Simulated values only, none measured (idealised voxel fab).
Title: Process Module voxel self aligned contacts
Shown is cross-section cut, with a width of 260 nm and square cells of size 5 nm.
A cross-section is a grid of square cells, given in bands from the top down. A band is one or more rows of cells. Read a band's entry like this: the first values are the height of its top and the height of its bottom in nm, and what follows is the sequence of materials from left to right, each with its width in nm. Note that "blank" is empty space, and that a single material marked "full width" reaches across the band from edge to edge. Basically, 0 is our baseline, since under it the wafer straight out of the box is all one material. The bottom band has no lower end and keeps on going down, so it looks like "0 down". The notation "30 to 40" denotes a width that varies across the rows of cells in the band, beginning at the first number in the top row, finishing at the second number in the bottom row, and changing by an identical amount from each row to the next. The designation "no alterations made", where it is given for a processing step, indicates that no cell of the cross-section was altered in the course of that step. The label "Catalogued sealed voids" introduces a list of the empty spaces, 8 cells or larger, that have no open way up to the top; each entry in it reads width x height at distance, where the distance is taken from the left edge and all three are stated in nm. Post-settings text on a step line: simulator's own remark regarding the step. Regarding "overlay nm": on a step with a mask, it is the distance the mask lay to the right of its planned place; a negative value places it to the left.
[Below is the list of planned process steps]
step 1: RECEIVE, material Si
step 2: OXIDIZE, depth nm 5
step 3: DIRECTIONAL_DEP, material polySi, thk nm 20
step 4: DIRECTIONAL_DEP, material SiN, thk nm 20
step 5: DIRECTIONAL_DEP, material aC, thk nm 15
step 6: PATTERN, tone cover, mask id GATE, material resist, width nm 25, pitch nm 50, thk nm 30, overlay nm 0
step 7: DIRECTIONAL_ETCH, etch materials aC, depth nm 15
step 8: STRIP, etch materials resist
step 9: DIRECTIONAL_ETCH, etch materials SiN, depth nm 20
step 10: DIRECTIONAL_ETCH, etch materials polySi, depth nm 20
step 11: STRIP, etch materials aC
step 12: CONFORMAL_DEP, material SiN, thk nm 5
step 13: DIRECTIONAL_ETCH, etch materials SiN, depth nm 5
step 14: FILL_DEP, material SiO2, thk nm 15
step 15: CMP, height nm 45
step 16: DIRECTIONAL_DEP, material aC, thk nm 15
step 17: PATTERN, tone open, mask id CONTACT, material resist, width nm 35, thk nm 30, overlay nm 0
step 18: DIRECTIONAL_ETCH, etch materials aC, depth nm 15
step 19: STRIP, etch materials resist
step 20: DIRECTIONAL_ETCH, etch materials SiO2, depth nm 50
step 21: STRIP, etch materials aC
step 22: CONFORMAL_DEP, material TiN, thk nm 5
step 23: FILL_DEP, material W, thk nm 5
step 24: CMP, height nm 45
step 25: CONFORMAL_DEP, material SiN, thk nm 5
[Cross-section of the wafer at receipt, which is the condition after step 1]
  0 down = Si full width
  Catalogued sealed voids: none
[Cross-section: first of two wafers, module finished, run according to plan]
  50 to 45 = SiN full width
  45 to 40 = 110 nm SiO2, then 15 nm TiN, then 5 nm W, then 15 nm TiN, then 115 nm SiO2
  40 to 20 = 85 nm SiO2, then 35 nm SiN, then 5 nm TiN, then 5 nm W, then 5 nm TiN, then 35 nm SiN, then 90 nm SiO2
  20 to 0 = 85 nm SiO2, then 5 nm SiN, then 25 nm polySi, then 5 nm SiN, then 5 nm TiN, then 5 nm W, then 5 nm TiN, then 5 nm SiN, then 25 nm polySi, then 5 nm SiN, then 90 nm SiO2
  0 to -5 = 120 nm SiO2, then 15 nm TiN, then 125 nm SiO2
  -5 down = Si full width
  Catalogued sealed voids: none
[Presented here is a cross-section of the second of the two wafers as it stood at the end of the module. It was started in the same manner and assigned the same plan as the first wafer; however, one mistake was made in its execution]
  50 to 45 = SiN full width
  45 to 40 = 110 nm SiO2, then 5 nm TiN, then 25 nm W, then 5 nm TiN, then 115 nm SiO2
  40 to 35 = 110 nm SiO2, then 35 nm TiN, then 115 nm SiO2
  35 to 20 = SiN full width
  20 to 0 = polySi full width
  0 to -5 = SiO2 full width
  -5 down = Si full width
  Catalogued sealed voids: none
Error vs. plan: for step 5, the planned setting was not used; the step was instead run as DIRECTIONAL_DEP, material SiN, thk nm 15
The closing comparison, in cells, has the second wafer with more or fewer of some materials than the first: 84 more of SiN; 232 fewer of SiO2; 16 fewer of TiN; 4 fewer of W; 168 more of polySi
